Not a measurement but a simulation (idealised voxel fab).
process module | voxel transistor to metal
cross-section cut | 290 nm wide | cells 5 nm
A cross-section is a grid of square cells, given in bands from the top down. A band is one or more rows of cells.
Each band's line starts with the height of the band's top and of its bottom, in nm. Then come its materials from left to right, each with its width in nm. One material with "throughout" fills the band from edge to edge. "air" is empty space.
Height 0 is the level under which the wafer as received is all one material. The lowest band goes on downwards, as in "0 down".
A width such as "30 to 40" changes by the same amount from each row of cells to the next, from the band's top row to its bottom row.
"no change" after a step means that no cell of the cross-section changed.
closed voids: empty space of 8 cells or more with no open way to the top, each as width x height at its distance from the left edge, in nm
after a step's settings: what the simulator itself notes on the step
overlay nm, on a step with a mask: how far to the right of its planned place the mask lay; to the left if negative
Each pair below shows a cross-section before one step and the cross-section after it, down to the lowest band that changed. The line under each pair gives the step between them, with its settings. The pairs can come from different runs of this module on the same starting wafer, so a pair continues from the pair above only where its "before" says so.
before
  50 to 45: SiO2 throughout
  45 to 30: SiO2 45 | SiN 10 | SiO2 5 | SiCN 25 | SiO2 5 | SiN 10 | SiO2 85 | SiN 10 | SiO2 5 | SiCN 25 | SiO2 5 | SiN 10 | SiO2 50
  30 to 5: SiO2 45 | SiN 10 | SiO2 5 | polySi 25 | SiO2 5 | SiN 10 | SiO2 85 | SiN 10 | SiO2 5 | polySi 25 | SiO2 5 | SiN 10 | SiO2 50
  5 to 0: SiGe 10 | SiO2 35 | SiN 10 | SiO2 5 | polySi 25 | SiO2 5 | SiN 10 | SiO2 35 | SiGe 15 | SiO2 35 | SiN 10 | SiO2 5 | polySi 25 | SiO2 5 | SiN 10 | SiO2 35 | SiGe 15
  0 to -5: SiGe 5 | SiN 10 | SiO2 115 | SiN 10 | SiGe 5 | SiN 10 | SiO2 115 | SiN 10 | SiGe 10
  -5 to -10: SiGe 5 | SiO2 135 | SiGe 5 | SiO2 135 | SiGe 10
  -10 to -25: SiGe 5 | Si 10 | SiO2 115 | Si 10 | SiGe 5 | Si 10 | SiO2 115 | Si 10 | SiGe 10
  -25 down: Si throughout
  closed voids: none
after
  40 to 30: SiO2 45 | SiN 10 | SiO2 5 | SiCN 25 | SiO2 5 | SiN 10 | SiO2 85 | SiN 10 | SiO2 5 | SiCN 25 | SiO2 5 | SiN 10 | SiO2 50
  below 30: unchanged
  closed voids: none
the step between: op CMP | height nm 40
before: the cross-section after the pair above
after
  55 to 40: SiO2 throughout
  below 40: unchanged
  closed voids: none
the step between: op DIRECTIONAL_DEP | material SiO2 | thk nm 15
before: the cross-section after the pair above
after
  55 to 40: SiO2 25 | air 30 | SiO2 35 | air 30 | SiO2 45 | air 30 | SiO2 35 | air 30 | SiO2 30
  40 to 30: SiO2 25 | air 20 | SiN 10 | SiO2 5 | SiCN 25 | SiO2 5 | SiN 10 | air 20 | SiO2 45 | air 20 | SiN 10 | SiO2 5 | SiCN 25 | SiO2 5 | SiN 10 | air 20 | SiO2 30
  30 to 5: SiO2 25 | air 20 | SiN 10 | SiO2 5 | polySi 25 | SiO2 5 | SiN 10 | air 20 | SiO2 45 | air 20 | SiN 10 | SiO2 5 | polySi 25 | SiO2 5 | SiN 10 | air 20 | SiO2 30
  below 5: unchanged
  closed voids: none
the step between: op MASKED_ETCH | tone open | mask id CONTACT | width nm 30 | etch materials SiO2 | depth nm 50 | overlay nm 0
before: the cross-section after the pair above
after
  60 to 55: TiN 30 | air 20 | TiN 45 | air 20 | TiN 55 | air 20 | TiN 45 | air 20 | TiN 35
  55 to 45: SiO2 25 | TiN 5 | air 20 | TiN 5 | SiO2 35 | TiN 5 | air 20 | TiN 5 | SiO2 45 | TiN 5 | air 20 | TiN 5 | SiO2 35 | TiN 5 | air 20 | TiN 5 | SiO2 30
  45 to 40: SiO2 25 | TiN 5 | air 10 | TiN 15 | SiO2 35 | TiN 15 | air 10 | TiN 5 | SiO2 45 | TiN 5 | air 10 | TiN 15 | SiO2 35 | TiN 15 | air 10 | TiN 5 | SiO2 30
  40 to 30: SiO2 25 | TiN 5 | air 10 | TiN 5 | SiN 10 | SiO2 5 | SiCN 25 | SiO2 5 | SiN 10 | TiN 5 | air 10 | TiN 5 | SiO2 45 | TiN 5 | air 10 | TiN 5 | SiN 10 | SiO2 5 | SiCN 25 | SiO2 5 | SiN 10 | TiN 5 | air 10 | TiN 5 | SiO2 30
  30 to 10: SiO2 25 | TiN 5 | air 10 | TiN 5 | SiN 10 | SiO2 5 | polySi 25 | SiO2 5 | SiN 10 | TiN 5 | air 10 | TiN 5 | SiO2 45 | TiN 5 | air 10 | TiN 5 | SiN 10 | SiO2 5 | polySi 25 | SiO2 5 | SiN 10 | TiN 5 | air 10 | TiN 5 | SiO2 30
  10 to 5: SiO2 25 | TiN 20 | SiN 10 | SiO2 5 | polySi 25 | SiO2 5 | SiN 10 | TiN 20 | SiO2 45 | TiN 20 | SiN 10 | SiO2 5 | polySi 25 | SiO2 5 | SiN 10 | TiN 20 | SiO2 30
  below 5: unchanged
  closed voids: none
the step between: op CONFORMAL_DEP | material TiN | thk nm 5
before: the cross-section after the pair above
after
  65 to 60: W throughout
  60 to 55: TiN 30 | W 20 | TiN 45 | W 20 | TiN 55 | W 20 | TiN 45 | W 20 | TiN 35
  55 to 45: SiO2 25 | TiN 5 | W 20 | TiN 5 | SiO2 35 | TiN 5 | W 20 | TiN 5 | SiO2 45 | TiN 5 | W 20 | TiN 5 | SiO2 35 | TiN 5 | W 20 | TiN 5 | SiO2 30
  45 to 40: SiO2 25 | TiN 5 | W 10 | TiN 15 | SiO2 35 | TiN 15 | W 10 | TiN 5 | SiO2 45 | TiN 5 | W 10 | TiN 15 | SiO2 35 | TiN 15 | W 10 | TiN 5 | SiO2 30
  40 to 30: SiO2 25 | TiN 5 | W 10 | TiN 5 | SiN 10 | SiO2 5 | SiCN 25 | SiO2 5 | SiN 10 | TiN 5 | W 10 | TiN 5 | SiO2 45 | TiN 5 | W 10 | TiN 5 | SiN 10 | SiO2 5 | SiCN 25 | SiO2 5 | SiN 10 | TiN 5 | W 10 | TiN 5 | SiO2 30
  30 to 10: SiO2 25 | TiN 5 | W 10 | TiN 5 | SiN 10 | SiO2 5 | polySi 25 | SiO2 5 | SiN 10 | TiN 5 | W 10 | TiN 5 | SiO2 45 | TiN 5 | W 10 | TiN 5 | SiN 10 | SiO2 5 | polySi 25 | SiO2 5 | SiN 10 | TiN 5 | W 10 | TiN 5 | SiO2 30
  below 10: unchanged
  closed voids: none
the step between: op FILL_DEP | material W | thk nm 5
before: the cross-section after the pair above
after
  55 to 45: SiO2 25 | TiN 5 | W 20 | TiN 5 | SiO2 35 | TiN 5 | W 20 | TiN 5 | SiO2 45 | TiN 5 | W 20 | TiN 5 | SiO2 35 | TiN 5 | W 20 | TiN 5 | SiO2 30
  below 45: unchanged
  closed voids: none
the step between: op CMP | height nm 55
before: the cross-section after the pair above
after
  60 to 55: SiN throughout
  below 55: unchanged
  closed voids: none
the step between: op CONFORMAL_DEP | material SiN | thk nm 5
before: the cross-section after the pair above
after
  75 to 60: lowk throughout
  below 60: unchanged
  closed voids: none
the step between: op DIRECTIONAL_DEP | material lowk | thk nm 15
before: the cross-section after the pair above
after
  75 to 60: lowk 25 | air 20 | lowk 55 | air 20 | lowk 45 | air 20 | lowk 55 | air 20 | lowk 30
  below 60: unchanged
  closed voids: none
the step between: op MASKED_ETCH | tone open | mask id METAL_1 | width nm 20 | etch materials lowk | depth nm 15 | overlay nm 0
before: the cross-section after the pair above
after
  75 to 60: lowk 25 | air 20 | lowk 55 | air 20 | lowk 45 | air 20 | lowk 55 | air 20 | lowk 30
  60 to 55: SiN 25 | air 20 | SiN 55 | air 20 | SiN 45 | air 20 | SiN 55 | air 20 | SiN 30
  below 55: unchanged
  closed voids: none
the step between: op MASKED_ETCH | tone open | mask id METAL_1 | width nm 20 | etch materials SiN | depth nm 5 | overlay nm 0
before: the cross-section after the pair above
after
  80 to 75: TiN 30 | air 10 | TiN 65 | air 10 | TiN 55 | air 10 | TiN 65 | air 10 | TiN 35
  75 to 60: lowk 25 | TiN 5 | air 10 | TiN 5 | lowk 55 | TiN 5 | air 10 | TiN 5 | lowk 45 | TiN 5 | air 10 | TiN 5 | lowk 55 | TiN 5 | air 10 | TiN 5 | lowk 30
  60 to 55: SiN 25 | TiN 20 | SiN 55 | TiN 20 | SiN 45 | TiN 20 | SiN 55 | TiN 20 | SiN 30
  below 55: unchanged
  closed voids: none
the step between: op CONFORMAL_DEP | material TiN | thk nm 5
before: the cross-section after the pair above
after
  90 to 80: Cu throughout
  80 to 75: TiN 30 | Cu 10 | TiN 65 | Cu 10 | TiN 55 | Cu 10 | TiN 65 | Cu 10 | TiN 35
  75 to 60: lowk 25 | TiN 5 | Cu 10 | TiN 5 | lowk 55 | TiN 5 | Cu 10 | TiN 5 | lowk 45 | TiN 5 | Cu 10 | TiN 5 | lowk 55 | TiN 5 | Cu 10 | TiN 5 | lowk 30
  below 60: unchanged
  closed voids: none
the step between: op FILL_DEP | material Cu | thk nm 10
before: the cross-section after the pair above
after
  75 to 60: lowk 25 | TiN 5 | Cu 10 | TiN 5 | lowk 55 | TiN 5 | Cu 10 | TiN 5 | lowk 45 | TiN 5 | Cu 10 | TiN 5 | lowk 55 | TiN 5 | Cu 10 | TiN 5 | lowk 30
  below 60: unchanged
  closed voids: none
the step between: op CMP | height nm 75
before: the cross-section after the pair above
after
  80 to 75: air 20 | Ru 30 | air 45 | Ru 30 | air 35 | Ru 30 | air 45 | Ru 30 | air 25
  below 75: unchanged
  closed voids: none
the step between: op EPI | material Ru | thk nm 5
before: the cross-section after the pair above
after
  85 to 80: SiCN throughout
  80 to 75: SiCN 20 | Ru 30 | SiCN 45 | Ru 30 | SiCN 35 | Ru 30 | SiCN 45 | Ru 30 | SiCN 25
  below 75: unchanged
  closed voids: none
the step between: op FILL_DEP | material SiCN | thk nm 5
